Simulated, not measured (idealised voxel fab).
Process module under the name voxel transistor to metal
For reference, the cross-section in this document is cut, with width 215 nm and square cells of 5 nm.
Format of a cross-section: grid, square cells. Given as bands. Order: top down. Band: one or more rows of cells. The band entry comprises the height of the band's top followed by the height of its bottom, expressed in nm, and subsequently the band's materials from left to right, each stated together with its width in nm. Where a single material is marked with the word "edge to edge", that material fills the band from edge to edge. The word "empty" represents empty space. Counting heights begins at 0, where everything beneath is, in the wafer as received, one material. The lowest band has no bottom; it goes on downwards, as "0 -> down" shows. Quick explanation for "30->40": the width changes in equal steps down the rows of cells, from the first number in the band's top row to the second number in its bottom row. "no modification" (step): cross-section cells unchanged, all of them. "Enclosed void listing": sealed empty spaces, 8 cells or more, no open way to top, listed width x height at distance, with distance from the left edge and width, height and distance in nm. Note: text after step settings on the step line = simulator remark on that step. Regarding "overlay nm": on a step with a mask, it is the distance the mask lay to the right of its planned place; a negative value places it to the left.

**Process steps foreseen in the plan**
1) RECEIVE, material Si
2) OXIDIZE, depth nm 5
3) CONFORMAL_DEP, material SiN, thk nm 15
4) DIRECTIONAL_DEP, material aC, thk nm 10
5) PATTERN, tone cover, mask id ACTIVE, material resist, width nm 115, thk nm 25, overlay nm 0
6) DIRECTIONAL_ETCH, etch materials aC, depth nm 10
7) STRIP, etch materials resist
8) DIRECTIONAL_ETCH, etch materials SiN, depth nm 15
9) DIRECTIONAL_ETCH, etch materials SiO2, depth nm 5
10) DIRECTIONAL_ETCH, etch materials Si, depth nm 25
11) STRIP, etch materials aC
12) OXIDIZE, depth nm 5
13) FILL_DEP, material SiO2, thk nm 15
14) CMP, height nm 15
15) SELECTIVE_ETCH, etch materials SiO2, depth nm 15
16) STRIP, etch materials SiN
17) SELECTIVE_ETCH, etch materials SiO2, depth nm 5
18) OXIDIZE, depth nm 5
19) DIRECTIONAL_DEP, material polySi, thk nm 20
20) DIRECTIONAL_DEP, material SiCN, thk nm 10
21) PATTERN, tone cover, mask id GATE, material resist, width nm 25, thk nm 20, overlay nm 0
22) DIRECTIONAL_ETCH, etch materials SiCN, depth nm 20
23) DIRECTIONAL_ETCH, etch materials polySi, depth nm 30
24) STRIP, etch materials resist
25) CONFORMAL_DEP, material SiN, thk nm 5
26) DIRECTIONAL_ETCH, etch materials SiN, depth nm 5
27) DIRECTIONAL_ETCH, etch materials SiO2, depth nm 5
28) DIRECTIONAL_ETCH, etch materials Si, depth nm 15
29) EPI, material SiGe, thk nm 15
30) FILL_DEP, material SiO2, thk nm 10
31) CMP, height nm 15
32) STRIP, etch materials polySi
33) SELECTIVE_ETCH, etch materials SiO2, depth nm 5
34) CONFORMAL_DEP, material HfO2, thk nm 5
35) CONFORMAL_DEP, material TiN, thk nm 5
36) FILL_DEP, material W, thk nm 10
37) CMP, height nm 10
38) DIRECTIONAL_DEP, material SiO2, thk nm 15
39) PATTERN, tone open, mask id CONTACT, material resist, width nm 20, pitch nm 85, thk nm 20, overlay nm 0
40) DIRECTIONAL_ETCH, etch materials SiO2, depth nm 35
41) STRIP, etch materials resist
42) CONFORMAL_DEP, material TiN, thk nm 5
43) FILL_DEP, material W, thk nm 10
44) CMP, height nm 25
45) DIRECTIONAL_DEP, material TiN, thk nm 5
46) DIRECTIONAL_DEP, material Ru, thk nm 15
47) PATTERN, tone cover, mask id METAL_1, material resist, width nm 20, pitch nm 85, thk nm 20, overlay nm 0
48) DIRECTIONAL_ETCH, etch materials Ru, depth nm 15
49) DIRECTIONAL_ETCH, etch materials TiN, depth nm 5
50) STRIP, etch materials resist
51) CONFORMAL_DEP, material SiCN, thk nm 5
52) FILL_DEP, material lowk, thk nm 10
53) CMP, height nm 45
54) CONFORMAL_DEP, material SiCN, thk nm 5

**This is the cross-section of the wafer as we received it, i.e. after step 1**
0 -> down | Si edge to edge
Enclosed void listing: none

**Wafer at module end, in section. Began as above, planned as above, run with one mistake**
50 -> 45 | SiCN edge to edge
45 -> 30 | lowk (50), SiCN (5), Ru (20), SiCN (5), lowk (55), SiCN (5), Ru (20), SiCN (5), lowk (50)
30 -> 25 | SiCN (55), TiN (20), SiCN (65), TiN (20), SiCN (55)
25 -> 10 | SiO2 (55), TiN (5), W (10), TiN (5), SiO2 (65), TiN (5), W (10), TiN (5), SiO2 (55)
10 -> 5 | SiO2 (55), TiN (5), W (10), TiN (5), SiO2 (15), SiN (5), HfO2 (5), TiN (5), W (5), TiN (5), HfO2 (5), SiN (5), SiO2 (15), TiN (5), W (10), TiN (5), SiO2 (55)
5 -> 0 | SiO2 (55), TiN (5), W (10), TiN (5), SiGe (15), SiN (5), HfO2 (5), TiN (5), W (5), TiN (5), HfO2 (5), SiN (5), SiGe (15), TiN (5), W (10), TiN (5), SiO2 (55)
0 -> -5 | SiO2 (55), TiN (5), W (10), TiN (5), SiGe (15), SiN (5), HfO2 (5), TiN (15), HfO2 (5), SiN (5), SiGe (15), TiN (5), W (10), TiN (5), SiO2 (55)
-5 -> -10 | SiO2 (55), TiN (20), SiGe (15), HfO2 (35), SiGe (15), TiN (20), SiO2 (55)
-10 -> -25 | SiO2 (60), SiGe (30), Si (35), SiGe (35), SiO2 (55)
-25 -> -35 | SiO2 (60), Si (100), SiO2 (55)
-35 -> down | Si edge to edge
Enclosed void listing: none
Against the plan, the run slipped here: step 5 off recipe, ran as PATTERN, tone cover, mask id ACTIVE, material resist, width nm 110, thk nm 25, overlay nm 0
